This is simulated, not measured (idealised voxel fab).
You're looking at the process module voxel air gaps.
Shown is cross-section cut, with a width of 210 nm and square cells of size 5 nm.
Cross-section spec: square-cell grid; bands listed top down; each band is one or more rows. Each band's line starts with the height of the band's top and of its bottom, in nm. Then come its materials from left to right, each with its width in nm. One material with "full width" fills the band from edge to edge. "air" is empty space. Ref level 0: as-received wafer is one material below here. Bottom band extends down with no lower bound ("0 nm and below"). So if you see something like "30 to 40" for the width, read it as the top row of the band sitting at the first number and the bottom row at the second, with every row in between moving by the same amount as the last. What does "no modification" mean for a step? It means no cell of the cross-section changed in that step. Internal closed voids: empty space of 8 cells or more with no open way to the top, each as width x height at its distance from the left edge, in nm. Step line, after settings: the simulator's comment on this step. overlay nm: mask offset rightward from planned place, masked step; negative means leftward offset.

Process steps - plan
1,RECEIVE (material Si)
2,CONFORMAL_DEP (material SiO2; thk nm 10)
3,CONFORMAL_DEP (material SiCN; thk nm 5)
4,DIRECTIONAL_DEP (material lowk; thk nm 35)
5,MASKED_ETCH (tone open; mask id LINES; width nm 20; pitch nm 50; etch materials lowk; depth nm 35; overlay nm 0)
6,CONFORMAL_DEP (material TiN; thk nm 5)
7,FILL_DEP (material W; thk nm 5)
8,CMP (height nm 50)
9,EPI (material Ru; thk nm 10)
10,SELECTIVE_ETCH (etch materials lowk; depth nm 45)
11,CONFORMAL_DEP (material SiCN; thk nm 5)

The cross-section here shows the wafer as received, i.e. in its state after step 1
0 nm and below = Si full width
Internal closed voids: none

Wafer cross-section at module end: first of two, run to plan
65 nm to 60 nm = air (5), then SiCN (200), then air (5)
60 nm to 50 nm = air (5), then SiCN (5), then Ru (40), then SiCN (10), then Ru (40), then SiCN (10), then Ru (40), then SiCN (10), then Ru (40), then SiCN (5), then air (5)
50 nm to 45 nm = air (5), then SiCN (15), then TiN (5), then W (10), then TiN (5), then SiCN (30), then TiN (5), then W (10), then TiN (5), then SiCN (30), then TiN (5), then W (10), then TiN (5), then SiCN (30), then TiN (5), then W (10), then TiN (5), then SiCN (15), then air (5)
45 nm to 20 nm = air (15), then SiCN (5), then TiN (5), then W (10), then TiN (5), then SiCN (5), then air (20), then SiCN (5), then TiN (5), then W (10), then TiN (5), then SiCN (5), then air (20), then SiCN (5), then TiN (5), then W (10), then TiN (5), then SiCN (5), then air (20), then SiCN (5), then TiN (5), then W (10), then TiN (5), then SiCN (5), then air (15)
20 nm to 15 nm = SiCN (20), then TiN (20), then SiCN (30), then TiN (20), then SiCN (30), then TiN (20), then SiCN (30), then TiN (20), then SiCN (20)
15 nm to 10 nm = SiCN full width
10 nm to 0 nm = SiO2 full width
0 nm and below = Si full width
Internal closed voids: 20 x 25 at 45; 20 x 25 at 95; 20 x 25 at 145

Same start, same plan as the first wafer - but one mistake in the run. Cross-section of the second of the two at the end of the module
65 nm to 60 nm = air (5), then SiCN (205)
60 nm to 50 nm = air (5), then SiCN (5), then Ru (45), then SiCN (5), then Ru (45), then SiCN (5), then Ru (45), then SiCN (5), then Ru (45), then SiCN (5)
50 nm to 45 nm = air (5), then SiCN (15), then TiN (5), then W (15), then TiN (5), then SiCN (25), then TiN (5), then W (15), then TiN (5), then SiCN (25), then TiN (5), then W (15), then TiN (5), then SiCN (25), then TiN (5), then W (15), then TiN (5), then SiCN (15)
45 nm to 20 nm = air (15), then SiCN (5), then TiN (5), then W (15), then TiN (5), then SiCN (5), then air (15), then SiCN (5), then TiN (5), then W (15), then TiN (5), then SiCN (5), then air (15), then SiCN (5), then TiN (5), then W (15), then TiN (5), then SiCN (5), then air (15), then SiCN (5), then TiN (5), then W (15), then TiN (5), then SiCN (5), then air (10)
20 nm to 15 nm = SiCN (20), then TiN (25), then SiCN (25), then TiN (25), then SiCN (25), then TiN (25), then SiCN (25), then TiN (25), then SiCN (15)
15 nm to 10 nm = SiCN full width
10 nm to 0 nm = SiO2 full width
0 nm and below = Si full width
Internal closed voids: 15 x 25 at 50; 15 x 25 at 100; 15 x 25 at 150; 10 x 25 at 200
what went wrong: step 5 was processed under conditions differing from the plan, specifically as MASKED_ETCH (tone open; mask id LINES; width nm 25; pitch nm 50; etch materials lowk; depth nm 35; overlay nm 0)
The second wafer ends with more or fewer cells of some materials than the first, per final count: 8 more of Ru, 12 fewer of SiCN, 4 more of TiN, 24 more of W
By the end, 3 closed voids are present in the first wafer and 4 in the second.
